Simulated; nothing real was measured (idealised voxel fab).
process module | voxel wiring stack
cross-section cut | 190 nm wide | cells 5 nm
A cross-section is a grid of square cells, given in bands from the top down. A band is one or more rows of cells.
Each band's line starts with the height of the band's top and of its bottom, in nm. Then come its materials from left to right, each with its width in nm. One material with "throughout" fills the band from edge to edge. "air" is empty space.
Height 0 is the level under which the wafer as received is all one material. The lowest band goes on downwards, as in "0 down".
A width such as "30 to 40" changes by the same amount from each row of cells to the next, from the band's top row to its bottom row.
"no change" after a step means that no cell of the cross-section changed.
closed voids: empty space of 8 cells or more with no open way to the top, each as width x height at its distance from the left edge, in nm
after a step's settings: what the simulator itself notes on the step
overlay nm, on a step with a mask: how far to the right of its planned place the mask lay; to the left if negative
plan
1 op RECEIVE | material Si
2 op CONFORMAL_DEP | material SiO2 | thk nm 10
3 op CONFORMAL_DEP | material SiCN | thk nm 5
4 op DIRECTIONAL_DEP | material lowk | thk nm 20
5 op DIRECTIONAL_DEP | material aC | thk nm 15
6 op PATTERN | tone open | mask id METAL_1 | material resist | width nm 25 | pitch nm 55 | thk nm 35 | overlay nm 0
7 op DIRECTIONAL_ETCH | etch materials aC | depth nm 15
8 op STRIP | etch materials resist
9 op DIRECTIONAL_ETCH | etch materials lowk | depth nm 20
10 op DIRECTIONAL_ETCH | etch materials SiCN | depth nm 5
11 op STRIP | etch materials aC
12 op CONFORMAL_DEP | material TiN | thk nm 5
13 op FILL_DEP | material Cu | thk nm 5
14 op CMP | height nm 35
15 op CONFORMAL_DEP | material SiCN | thk nm 5
16 op DIRECTIONAL_DEP | material lowk | thk nm 10
17 op DIRECTIONAL_DEP | material aC | thk nm 10
18 op PATTERN | tone open | mask id PLUG_1 | material resist | width nm 15 | thk nm 30 | overlay nm 0
19 op DIRECTIONAL_ETCH | etch materials aC | depth nm 10
20 op STRIP | etch materials resist
21 op DIRECTIONAL_ETCH | etch materials lowk | depth nm 10
22 op DIRECTIONAL_ETCH | etch materials SiCN | depth nm 5
23 op STRIP | etch materials aC
24 op EPI | material Ru | thk nm 10
25 op EPI | material Ru | thk nm 5
26 op DIRECTIONAL_DEP | material TiN | thk nm 5
27 op DIRECTIONAL_DEP | material Ru | thk nm 15
28 op DIRECTIONAL_DEP | material aC | thk nm 10
29 op PATTERN | tone cover | mask id METAL_2 | material resist | width nm 25 | pitch nm 55 | thk nm 30 | overlay nm 0
30 op DIRECTIONAL_ETCH | etch materials aC | depth nm 10
31 op STRIP | etch materials resist
32 op DIRECTIONAL_ETCH | etch materials Ru | depth nm 15
33 op DIRECTIONAL_ETCH | etch materials TiN | depth nm 5
34 op STRIP | etch materials aC
35 op CONFORMAL_DEP | material SiN | thk nm 5
36 op FILL_DEP | material SiO2 | thk nm 10
37 op CMP | height nm 70
38 op CONFORMAL_DEP | material SiCN | thk nm 5
39 op DIRECTIONAL_DEP | material lowk | thk nm 30
40 op DIRECTIONAL_DEP | material aC | thk nm 15
41 op PATTERN | tone open | mask id METAL_3 | material resist | width nm 25 | pitch nm 55 | thk nm 35 | overlay nm 0
42 op DIRECTIONAL_ETCH | etch materials aC | depth nm 15
43 op STRIP | etch materials resist
44 op DIRECTIONAL_ETCH | etch materials lowk | depth nm 20
45 op STRIP | etch materials aC
46 op PATTERN | tone open | mask id METAL_3_HOLES | material resist | width nm 15 | pitch nm 55 | thk nm 15 | overlay nm 0
47 op DIRECTIONAL_ETCH | etch materials lowk | depth nm 10
48 op DIRECTIONAL_ETCH | etch materials SiCN | depth nm 5
49 op STRIP | etch materials resist
50 op CONFORMAL_DEP | material TiN | thk nm 5
51 op FILL_DEP | material Ru | thk nm 5
52 op CMP | height nm 105
53 op CONFORMAL_DEP | material SiCN | thk nm 5
54 op DIRECTIONAL_DEP | material lowk | thk nm 25
55 op MASKED_ETCH | tone open | mask id METAL_4_HOLES | width nm 15 | pitch nm 55 | etch materials lowk | depth nm 25 | overlay nm 0
56 op DIRECTIONAL_DEP | material aC | thk nm 10
57 op PATTERN | tone open | mask id METAL_4 | material resist | width nm 25 | pitch nm 55 | thk nm 30 | overlay nm 0
58 op DIRECTIONAL_ETCH | etch materials aC | depth nm 10
59 op STRIP | etch materials resist
60 op DIRECTIONAL_ETCH | etch materials lowk | depth nm 15
61 op DIRECTIONAL_ETCH | etch materials SiCN | depth nm 5
62 op STRIP | etch materials aC
63 op CONFORMAL_DEP | material TiN | thk nm 5
64 op FILL_DEP | material Cu | thk nm 10
65 op CMP | height nm 135
66 op CONFORMAL_DEP | material SiCN | thk nm 5
first wafer, as planned
as received, after step 1
  0 down: Si throughout
  closed voids: none
after step 2
  10 to 0: SiO2 throughout
  below 0: unchanged
after step 3
  15 to 10: SiCN throughout
  below 10: unchanged
after step 4
  35 to 15: lowk throughout
  below 15: unchanged
after step 5
  50 to 35: aC throughout
  below 35: unchanged
after step 6
  85 to 50: resist 55 | air 25 | resist 30 | air 25 | resist 55
  below 50: unchanged
after step 7
  70 to 50: resist 55 | air 25 | resist 30 | air 25 | resist 55
  50 to 35: aC 55 | air 25 | aC 30 | air 25 | aC 55
  below 35: unchanged
after step 8
  50 to 35: aC 55 | air 25 | aC 30 | air 25 | aC 55
  below 35: unchanged
after step 9
  50 to 35: aC 55 | air 25 | aC 30 | air 25 | aC 55
  35 to 15: lowk 55 | air 25 | lowk 30 | air 25 | lowk 55
  below 15: unchanged
after step 10
  50 to 35: aC 55 | air 25 | aC 30 | air 25 | aC 55
  35 to 15: lowk 55 | air 25 | lowk 30 | air 25 | lowk 55
  15 to 10: SiCN 55 | air 25 | SiCN 30 | air 25 | SiCN 55
  below 10: unchanged
after step 11
  35 to 15: lowk 55 | air 25 | lowk 30 | air 25 | lowk 55
  below 15: unchanged
after step 12
  40 to 35: TiN 60 | air 15 | TiN 40 | air 15 | TiN 60
  35 to 15: lowk 55 | TiN 5 | air 15 | TiN 5 | lowk 30 | TiN 5 | air 15 | TiN 5 | lowk 55
  15 to 10: SiCN 55 | TiN 25 | SiCN 30 | TiN 25 | SiCN 55
  below 10: unchanged
after step 13
  45 to 40: Cu throughout
  40 to 35: TiN 60 | Cu 15 | TiN 40 | Cu 15 | TiN 60
  35 to 15: lowk 55 | TiN 5 | Cu 15 | TiN 5 | lowk 30 | TiN 5 | Cu 15 | TiN 5 | lowk 55
  below 15: unchanged
after step 14
  35 to 15: lowk 55 | TiN 5 | Cu 15 | TiN 5 | lowk 30 | TiN 5 | Cu 15 | TiN 5 | lowk 55
  below 15: unchanged
after step 15
  40 to 35: SiCN throughout
  below 35: unchanged
after step 16
  50 to 40: lowk throughout
  below 40: unchanged
after step 17
  60 to 50: aC throughout
  below 50: unchanged
after step 18
  90 to 60: resist 55 | air 15 | resist 120
  below 60: unchanged
after step 19
  80 to 60: resist 55 | air 15 | resist 120
  60 to 50: aC 55 | air 15 | aC 120
  below 50: unchanged
after step 20
  60 to 50: aC 55 | air 15 | aC 120
  below 50: unchanged
after step 21
  60 to 50: aC 55 | air 15 | aC 120
  50 to 40: lowk 55 | air 15 | lowk 120
  below 40: unchanged
after step 22
  60 to 50: aC 55 | air 15 | aC 120
  50 to 40: lowk 55 | air 15 | lowk 120
  40 to 35: SiCN 55 | air 15 | SiCN 120
  below 35: unchanged
after step 23
  50 to 40: lowk 55 | air 15 | lowk 120
  below 40: unchanged
after step 24
  50 to 45: lowk 55 | air 15 | lowk 120
  45 to 40: lowk 55 | Ru 15 | lowk 120
  40 to 35: SiCN 55 | Ru 15 | SiCN 120
  below 35: unchanged
after step 25
  50 to 40: lowk 55 | Ru 15 | lowk 120
  below 40: unchanged
after step 26
  55 to 50: TiN throughout
  below 50: unchanged
after step 27
  70 to 55: Ru throughout
  below 55: unchanged
after step 28
  80 to 70: aC throughout
  below 70: unchanged
after step 29
  110 to 80: air 55 | resist 25 | air 30 | resist 25 | air 55
  below 80: unchanged
after step 30
  100 to 80: air 55 | resist 25 | air 30 | resist 25 | air 55
  80 to 70: air 55 | aC 25 | air 30 | aC 25 | air 55
  below 70: unchanged
after step 31
  80 to 70: air 55 | aC 25 | air 30 | aC 25 | air 55
  below 70: unchanged
after step 32
  80 to 70: air 55 | aC 25 | air 30 | aC 25 | air 55
  70 to 55: air 55 | Ru 25 | air 30 | Ru 25 | air 55
  below 55: unchanged
after step 33
  80 to 70: air 55 | aC 25 | air 30 | aC 25 | air 55
  70 to 55: air 55 | Ru 25 | air 30 | Ru 25 | air 55
  55 to 50: air 55 | TiN 25 | air 30 | TiN 25 | air 55
  below 50: unchanged
after step 34
  70 to 55: air 55 | Ru 25 | air 30 | Ru 25 | air 55
  below 55: unchanged
after step 35
  75 to 70: air 50 | SiN 35 | air 20 | SiN 35 | air 50
  70 to 55: air 50 | SiN 5 | Ru 25 | SiN 5 | air 20 | SiN 5 | Ru 25 | SiN 5 | air 50
  55 to 50: SiN 55 | TiN 25 | SiN 30 | TiN 25 | SiN 55
  below 50: unchanged
after step 36
  85 to 75: SiO2 throughout
  75 to 70: SiO2 50 | SiN 35 | SiO2 20 | SiN 35 | SiO2 50
  70 to 55: SiO2 50 | SiN 5 | Ru 25 | SiN 5 | SiO2 20 | SiN 5 | Ru 25 | SiN 5 | SiO2 50
  below 55: unchanged
after step 37
  70 to 55: SiO2 50 | SiN 5 | Ru 25 | SiN 5 | SiO2 20 | SiN 5 | Ru 25 | SiN 5 | SiO2 50
  below 55: unchanged
after step 38
  75 to 70: SiCN throughout
  below 70: unchanged
after step 39
  105 to 75: lowk throughout
  below 75: unchanged
after step 40
  120 to 105: aC throughout
  below 105: unchanged
after step 41
  155 to 120: resist 55 | air 25 | resist 30 | air 25 | resist 55
  below 120: unchanged
after step 42
  140 to 120: resist 55 | air 25 | resist 30 | air 25 | resist 55
  120 to 105: aC 55 | air 25 | aC 30 | air 25 | aC 55
  below 105: unchanged
after step 43
  120 to 105: aC 55 | air 25 | aC 30 | air 25 | aC 55
  below 105: unchanged
after step 44
  120 to 105: aC 55 | air 25 | aC 30 | air 25 | aC 55
  105 to 85: lowk 55 | air 25 | lowk 30 | air 25 | lowk 55
  below 85: unchanged
after step 45
  105 to 85: lowk 55 | air 25 | lowk 30 | air 25 | lowk 55
  below 85: unchanged
after step 46
  120 to 105: resist 55 | air 15 | resist 40 | air 15 | resist 65
  105 to 85: lowk 55 | air 15 | resist 10 | lowk 30 | air 15 | resist 10 | lowk 55
  below 85: unchanged
after step 47
  120 to 105: resist 55 | air 15 | resist 40 | air 15 | resist 65
  105 to 85: lowk 55 | air 15 | resist 10 | lowk 30 | air 15 | resist 10 | lowk 55
  85 to 75: lowk 55 | air 15 | lowk 40 | air 15 | lowk 65
  below 75: unchanged
after step 48
  120 to 105: resist 55 | air 15 | resist 40 | air 15 | resist 65
  105 to 85: lowk 55 | air 15 | resist 10 | lowk 30 | air 15 | resist 10 | lowk 55
  85 to 75: lowk 55 | air 15 | lowk 40 | air 15 | lowk 65
  75 to 70: SiCN 55 | air 15 | SiCN 40 | air 15 | SiCN 65
  below 70: unchanged
after step 49
  105 to 85: lowk 55 | air 25 | lowk 30 | air 25 | lowk 55
  below 85: unchanged
after step 50
  110 to 105: TiN 60 | air 15 | TiN 40 | air 15 | TiN 60
  105 to 90: lowk 55 | TiN 5 | air 15 | TiN 5 | lowk 30 | TiN 5 | air 15 | TiN 5 | lowk 55
  90 to 85: lowk 55 | TiN 5 | air 5 | TiN 15 | lowk 30 | TiN 5 | air 5 | TiN 15 | lowk 55
  85 to 75: lowk 55 | TiN 5 | air 5 | TiN 5 | lowk 40 | TiN 5 | air 5 | TiN 5 | lowk 65
  75 to 70: SiCN 55 | TiN 15 | SiCN 40 | TiN 15 | SiCN 65
  below 70: unchanged
after step 51
  115 to 110: Ru throughout
  110 to 105: TiN 60 | Ru 15 | TiN 40 | Ru 15 | TiN 60
  105 to 90: lowk 55 | TiN 5 | Ru 15 | TiN 5 | lowk 30 | TiN 5 | Ru 15 | TiN 5 | lowk 55
  90 to 85: lowk 55 | TiN 5 | Ru 5 | TiN 15 | lowk 30 | TiN 5 | Ru 5 | TiN 15 | lowk 55
  85 to 75: lowk 55 | TiN 5 | Ru 5 | TiN 5 | lowk 40 | TiN 5 | Ru 5 | TiN 5 | lowk 65
  below 75: unchanged
after step 52
  105 to 90: lowk 55 | TiN 5 | Ru 15 | TiN 5 | lowk 30 | TiN 5 | Ru 15 | TiN 5 | lowk 55
  below 90: unchanged
after step 53
  110 to 105: SiCN throughout
  below 105: unchanged
after step 54
  135 to 110: lowk throughout
  below 110: unchanged
after step 55
  135 to 110: lowk 55 | air 15 | lowk 40 | air 15 | lowk 65
  below 110: unchanged
after step 56
  145 to 135: aC 55 | air 15 | aC 40 | air 15 | aC 65
  135 to 120: lowk 55 | air 15 | lowk 40 | air 15 | lowk 65
  120 to 110: lowk 55 | aC 15 | lowk 40 | aC 15 | lowk 65
  below 110: unchanged
after step 57
  175 to 145: resist 55 | air 25 | resist 30 | air 25 | resist 55
  below 145: unchanged
after step 58
  165 to 145: resist 55 | air 25 | resist 30 | air 25 | resist 55
  145 to 135: aC 55 | air 25 | aC 30 | air 25 | aC 55
  135 to 110: lowk 55 | air 15 | lowk 40 | air 15 | lowk 65
  below 110: unchanged
after step 59
  145 to 135: aC 55 | air 25 | aC 30 | air 25 | aC 55
  below 135: unchanged
after step 60
  145 to 135: aC 55 | air 25 | aC 30 | air 25 | aC 55
  135 to 120: lowk 55 | air 25 | lowk 30 | air 25 | lowk 55
  below 120: unchanged
after step 61
  145 to 135: aC 55 | air 25 | aC 30 | air 25 | aC 55
  135 to 120: lowk 55 | air 25 | lowk 30 | air 25 | lowk 55
  120 to 110: lowk 55 | air 15 | lowk 40 | air 15 | lowk 65
  110 to 105: SiCN 55 | air 15 | SiCN 40 | air 15 | SiCN 65
  below 105: unchanged
after step 62
  135 to 120: lowk 55 | air 25 | lowk 30 | air 25 | lowk 55
  below 120: unchanged
after step 63
  140 to 135: TiN 60 | air 15 | TiN 40 | air 15 | TiN 60
  135 to 125: lowk 55 | TiN 5 | air 15 | TiN 5 | lowk 30 | TiN 5 | air 15 | TiN 5 | lowk 55
  125 to 120: lowk 55 | TiN 5 | air 5 | TiN 15 | lowk 30 | TiN 5 | air 5 | TiN 15 | lowk 55
  120 to 110: lowk 55 | TiN 5 | air 5 | TiN 5 | lowk 40 | TiN 5 | air 5 | TiN 5 | lowk 65
  110 to 105: SiCN 55 | TiN 15 | SiCN 40 | TiN 15 | SiCN 65
  below 105: unchanged
after step 64
  150 to 140: Cu throughout
  140 to 135: TiN 60 | Cu 15 | TiN 40 | Cu 15 | TiN 60
  135 to 125: lowk 55 | TiN 5 | Cu 15 | TiN 5 | lowk 30 | TiN 5 | Cu 15 | TiN 5 | lowk 55
  125 to 120: lowk 55 | TiN 5 | Cu 5 | TiN 15 | lowk 30 | TiN 5 | Cu 5 | TiN 15 | lowk 55
  120 to 110: lowk 55 | TiN 5 | Cu 5 | TiN 5 | lowk 40 | TiN 5 | Cu 5 | TiN 5 | lowk 65
  below 110: unchanged
after step 65
  135 to 125: lowk 55 | TiN 5 | Cu 15 | TiN 5 | lowk 30 | TiN 5 | Cu 15 | TiN 5 | lowk 55
  below 125: unchanged
after step 66
  140 to 135: SiCN throughout
  below 135: unchanged
second wafer: like start, like plan, one mistake. Through step 13 it matches the first wafer
when step 14 should have ended
  30 to 15: lowk 55 | TiN 5 | Cu 15 | TiN 5 | lowk 30 | TiN 5 | Cu 15 | TiN 5 | lowk 55
  below 15: unchanged
when step 15 should have ended
  35 to 30: SiCN throughout
  below 30: unchanged
when step 16 should have ended
  45 to 35: lowk throughout
  below 35: unchanged
when step 17 should have ended
  55 to 45: aC throughout
  below 45: unchanged
when step 18 should have ended
  85 to 55: resist 55 | air 15 | resist 120
  below 55: unchanged
when step 19 should have ended
  75 to 55: resist 55 | air 15 | resist 120
  55 to 45: aC 55 | air 15 | aC 120
  below 45: unchanged
when step 20 should have ended
  55 to 45: aC 55 | air 15 | aC 120
  below 45: unchanged
when step 21 should have ended
  55 to 45: aC 55 | air 15 | aC 120
  45 to 35: lowk 55 | air 15 | lowk 120
  below 35: unchanged
when step 22 should have ended
  55 to 45: aC 55 | air 15 | aC 120
  45 to 35: lowk 55 | air 15 | lowk 120
  35 to 30: SiCN 55 | air 15 | SiCN 120
  below 30: unchanged
when step 23 should have ended
  45 to 35: lowk 55 | air 15 | lowk 120
  below 35: unchanged
when step 24 should have ended
  45 to 40: lowk 55 | air 15 | lowk 120
  40 to 35: lowk 55 | Ru 15 | lowk 120
  35 to 30: SiCN 55 | Ru 15 | SiCN 120
  below 30: unchanged
when step 25 should have ended
  45 to 35: lowk 55 | Ru 15 | lowk 120
  below 35: unchanged
when step 26 should have ended
  50 to 45: TiN throughout
  below 45: unchanged
when step 27 should have ended
  65 to 50: Ru throughout
  below 50: unchanged
when step 28 should have ended
  75 to 65: aC throughout
  below 65: unchanged
when step 29 should have ended
  105 to 75: air 55 | resist 25 | air 30 | resist 25 | air 55
  below 75: unchanged
when step 30 should have ended
  95 to 75: air 55 | resist 25 | air 30 | resist 25 | air 55
  75 to 65: air 55 | aC 25 | air 30 | aC 25 | air 55
  below 65: unchanged
when step 31 should have ended
  75 to 65: air 55 | aC 25 | air 30 | aC 25 | air 55
  below 65: unchanged
when step 32 should have ended
  75 to 65: air 55 | aC 25 | air 30 | aC 25 | air 55
  65 to 50: air 55 | Ru 25 | air 30 | Ru 25 | air 55
  below 50: unchanged
when step 33 should have ended
  75 to 65: air 55 | aC 25 | air 30 | aC 25 | air 55
  65 to 50: air 55 | Ru 25 | air 30 | Ru 25 | air 55
  50 to 45: air 55 | TiN 25 | air 30 | TiN 25 | air 55
  below 45: unchanged
when step 34 should have ended
  65 to 50: air 55 | Ru 25 | air 30 | Ru 25 | air 55
  below 50: unchanged
when step 35 should have ended
  70 to 65: air 50 | SiN 35 | air 20 | SiN 35 | air 50
  65 to 50: air 50 | SiN 5 | Ru 25 | SiN 5 | air 20 | SiN 5 | Ru 25 | SiN 5 | air 50
  50 to 45: SiN 55 | TiN 25 | SiN 30 | TiN 25 | SiN 55
  below 45: unchanged
when step 36 should have ended
  80 to 70: SiO2 throughout
  70 to 65: SiO2 50 | SiN 35 | SiO2 20 | SiN 35 | SiO2 50
  65 to 50: SiO2 50 | SiN 5 | Ru 25 | SiN 5 | SiO2 20 | SiN 5 | Ru 25 | SiN 5 | SiO2 50
  below 50: unchanged
when step 37 should have ended
  70 to 65: SiO2 50 | SiN 35 | SiO2 20 | SiN 35 | SiO2 50
  below 65: unchanged
when step 38 should have ended
  75 to 70: SiCN throughout
  below 70: unchanged
when step 39 should have ended
  105 to 75: lowk throughout
  below 75: unchanged
when step 40 should have ended
  120 to 105: aC throughout
  below 105: unchanged
when step 41 should have ended
  155 to 120: resist 55 | air 25 | resist 30 | air 25 | resist 55
  below 120: unchanged
when step 42 should have ended
  140 to 120: resist 55 | air 25 | resist 30 | air 25 | resist 55
  120 to 105: aC 55 | air 25 | aC 30 | air 25 | aC 55
  below 105: unchanged
when step 43 should have ended
  120 to 105: aC 55 | air 25 | aC 30 | air 25 | aC 55
  below 105: unchanged
when step 44 should have ended
  120 to 105: aC 55 | air 25 | aC 30 | air 25 | aC 55
  105 to 85: lowk 55 | air 25 | lowk 30 | air 25 | lowk 55
  below 85: unchanged
when step 45 should have ended
  105 to 85: lowk 55 | air 25 | lowk 30 | air 25 | lowk 55
  below 85: unchanged
when step 46 should have ended
  120 to 105: resist 55 | air 15 | resist 40 | air 15 | resist 65
  105 to 85: lowk 55 | air 15 | resist 10 | lowk 30 | air 15 | resist 10 | lowk 55
  below 85: unchanged
when step 47 should have ended
  120 to 105: resist 55 | air 15 | resist 40 | air 15 | resist 65
  105 to 85: lowk 55 | air 15 | resist 10 | lowk 30 | air 15 | resist 10 | lowk 55
  85 to 75: lowk 55 | air 15 | lowk 40 | air 15 | lowk 65
  below 75: unchanged
when step 48 should have ended
  120 to 105: resist 55 | air 15 | resist 40 | air 15 | resist 65
  105 to 85: lowk 55 | air 15 | resist 10 | lowk 30 | air 15 | resist 10 | lowk 55
  85 to 75: lowk 55 | air 15 | lowk 40 | air 15 | lowk 65
  75 to 70: SiCN 55 | air 15 | SiCN 40 | air 15 | SiCN 65
  below 70: unchanged
when step 49 should have ended
  105 to 85: lowk 55 | air 25 | lowk 30 | air 25 | lowk 55
  below 85: unchanged
when step 50 should have ended
  110 to 105: TiN 60 | air 15 | TiN 40 | air 15 | TiN 60
  105 to 90: lowk 55 | TiN 5 | air 15 | TiN 5 | lowk 30 | TiN 5 | air 15 | TiN 5 | lowk 55
  90 to 85: lowk 55 | TiN 5 | air 5 | TiN 15 | lowk 30 | TiN 5 | air 5 | TiN 15 | lowk 55
  85 to 75: lowk 55 | TiN 5 | air 5 | TiN 5 | lowk 40 | TiN 5 | air 5 | TiN 5 | lowk 65
  75 to 70: SiCN 55 | TiN 15 | SiCN 40 | TiN 15 | SiCN 65
  below 70: unchanged
when step 51 should have ended
  115 to 110: Ru throughout
  110 to 105: TiN 60 | Ru 15 | TiN 40 | Ru 15 | TiN 60
  105 to 90: lowk 55 | TiN 5 | Ru 15 | TiN 5 | lowk 30 | TiN 5 | Ru 15 | TiN 5 | lowk 55
  90 to 85: lowk 55 | TiN 5 | Ru 5 | TiN 15 | lowk 30 | TiN 5 | Ru 5 | TiN 15 | lowk 55
  85 to 75: lowk 55 | TiN 5 | Ru 5 | TiN 5 | lowk 40 | TiN 5 | Ru 5 | TiN 5 | lowk 65
  below 75: unchanged
when step 52 should have ended
  105 to 90: lowk 55 | TiN 5 | Ru 15 | TiN 5 | lowk 30 | TiN 5 | Ru 15 | TiN 5 | lowk 55
  below 90: unchanged
when step 53 should have ended
  110 to 105: SiCN throughout
  below 105: unchanged
when step 54 should have ended
  135 to 110: lowk throughout
  below 110: unchanged
when step 55 should have ended
  135 to 110: lowk 55 | air 15 | lowk 40 | air 15 | lowk 65
  below 110: unchanged
when step 56 should have ended
  145 to 135: aC 55 | air 15 | aC 40 | air 15 | aC 65
  135 to 120: lowk 55 | air 15 | lowk 40 | air 15 | lowk 65
  120 to 110: lowk 55 | aC 15 | lowk 40 | aC 15 | lowk 65
  below 110: unchanged
when step 57 should have ended
  175 to 145: resist 55 | air 25 | resist 30 | air 25 | resist 55
  below 145: unchanged
when step 58 should have ended
  165 to 145: resist 55 | air 25 | resist 30 | air 25 | resist 55
  145 to 135: aC 55 | air 25 | aC 30 | air 25 | aC 55
  135 to 110: lowk 55 | air 15 | lowk 40 | air 15 | lowk 65
  below 110: unchanged
when step 59 should have ended
  145 to 135: aC 55 | air 25 | aC 30 | air 25 | aC 55
  below 135: unchanged
when step 60 should have ended
  145 to 135: aC 55 | air 25 | aC 30 | air 25 | aC 55
  135 to 120: lowk 55 | air 25 | lowk 30 | air 25 | lowk 55
  below 120: unchanged
when step 61 should have ended
  145 to 135: aC 55 | air 25 | aC 30 | air 25 | aC 55
  135 to 120: lowk 55 | air 25 | lowk 30 | air 25 | lowk 55
  120 to 110: lowk 55 | air 15 | lowk 40 | air 15 | lowk 65
  110 to 105: SiCN 55 | air 15 | SiCN 40 | air 15 | SiCN 65
  below 105: unchanged
when step 62 should have ended
  135 to 120: lowk 55 | air 25 | lowk 30 | air 25 | lowk 55
  below 120: unchanged
when step 63 should have ended
  140 to 135: TiN 60 | air 15 | TiN 40 | air 15 | TiN 60
  135 to 125: lowk 55 | TiN 5 | air 15 | TiN 5 | lowk 30 | TiN 5 | air 15 | TiN 5 | lowk 55
  125 to 120: lowk 55 | TiN 5 | air 5 | TiN 15 | lowk 30 | TiN 5 | air 5 | TiN 15 | lowk 55
  120 to 110: lowk 55 | TiN 5 | air 5 | TiN 5 | lowk 40 | TiN 5 | air 5 | TiN 5 | lowk 65
  110 to 105: SiCN 55 | TiN 15 | SiCN 40 | TiN 15 | SiCN 65
  below 105: unchanged
when step 64 should have ended
  150 to 140: Cu throughout
  140 to 135: TiN 60 | Cu 15 | TiN 40 | Cu 15 | TiN 60
  135 to 125: lowk 55 | TiN 5 | Cu 15 | TiN 5 | lowk 30 | TiN 5 | Cu 15 | TiN 5 | lowk 55
  125 to 120: lowk 55 | TiN 5 | Cu 5 | TiN 15 | lowk 30 | TiN 5 | Cu 5 | TiN 15 | lowk 55
  120 to 110: lowk 55 | TiN 5 | Cu 5 | TiN 5 | lowk 40 | TiN 5 | Cu 5 | TiN 5 | lowk 65
  below 110: unchanged
when step 65 should have ended
  135 to 125: lowk 55 | TiN 5 | Cu 15 | TiN 5 | lowk 30 | TiN 5 | Cu 15 | TiN 5 | lowk 55
  below 125: unchanged
when step 66 should have ended
  140 to 135: SiCN throughout
  below 135: unchanged
what went wrong: step 14 ran as: op CMP | height nm 30
at the end the second wafer has, in cells: 6 fewer of Cu | 14 more of SiN | 24 more of SiO2 | 4 fewer of TiN | 28 fewer of lowk
